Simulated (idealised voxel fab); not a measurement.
process module | voxel released beams
Section cut is 140 nm wide and gridded with 5 nm square cells.
A cross-section is written here as square cells arranged in a grid, and it is given in bands from the top down, each band taking up one or more rows of cells. This entry defines a band. It first specifies the height of the band's top and the height of its bottom in nm, and then specifies the band's materials from left to right, stating each material with its width in nm. The word "throughout" identifies a single material that fills the band from edge to edge, while the word "empty" identifies empty space. Heights are measured from 0, the level below which the as-received wafer is all one material; the lowest band has no bottom and continues downward, written as in "0 and below". Graded width ("30..40"): value in top row of band = first number; value in bottom row = second number; row-to-row change constant. "nothing altered" -> step changed no cross-section cell. In the "Fully sealed voids" entry, you get each enclosed empty space of 8 cells or more, one with no open way to the top, written width x height at distance, distance from the left edge, in nm. It should be noted that, on the line of a given step, the content following the step's settings is a remark produced by the simulator itself with respect to that step. The setting "overlay nm" may be written on the line of a step. When the step uses a mask, the value reports how far to the right of the planned place the mask lay, and a negative value reports that it lay to the left.
### Steps in the process plan
1. RECEIVE, material Si
2. CONFORMAL_DEP, material SiN, thk nm 5
3. DIRECTIONAL_DEP, material SiO2, thk nm 10
4. DIRECTIONAL_DEP, material aC, thk nm 15
5. PATTERN, tone open, mask id ANCHOR, material resist, width nm 25, thk nm 30, overlay nm 0
6. DIRECTIONAL_ETCH, etch materials aC, depth nm 15
7. STRIP, etch materials resist
8. DIRECTIONAL_ETCH, etch materials SiO2, depth nm 10
9. STRIP, etch materials aC
10. CONFORMAL_DEP, material W, thk nm 10
11. MASKED_ETCH, tone cover, mask id BEAM, width nm 70, etch materials W, depth nm 10, overlay nm 0
12. STRIP, etch materials SiO2
### Wafer as received: cross-section following step 1
	0 and below: Si throughout
	Fully sealed voids: none
### Looking at the first of two wafers in cross-section at end of module - ran to plan
	25 down to 15: empty 30; W 15; empty 5; W 50; empty 40
	15 down to 5: empty 35; W 25; empty 80
	5 down to 0: SiN throughout
	0 and below: Si throughout
	Fully sealed voids: none
### Wafer two, sectioned after the module: the first wafer's start, the first wafer's plan, and one mistake in how it was run
	25 down to 15: empty 30; W 10; empty 5; W 55; empty 40
	15 down to 5: empty 30; W 25; empty 85
	5 down to 0: SiN throughout
	0 and below: Si throughout
	Fully sealed voids: none
The mistake made against the process plan was this: step 5 was not run as planned; what actually ran was PATTERN, tone open, mask id ANCHOR, material resist, width nm 25, thk nm 30, overlay nm -5
At the end, each material covers as many cells on the second wafer as it does on the first, though the cells it covers are elsewhere.
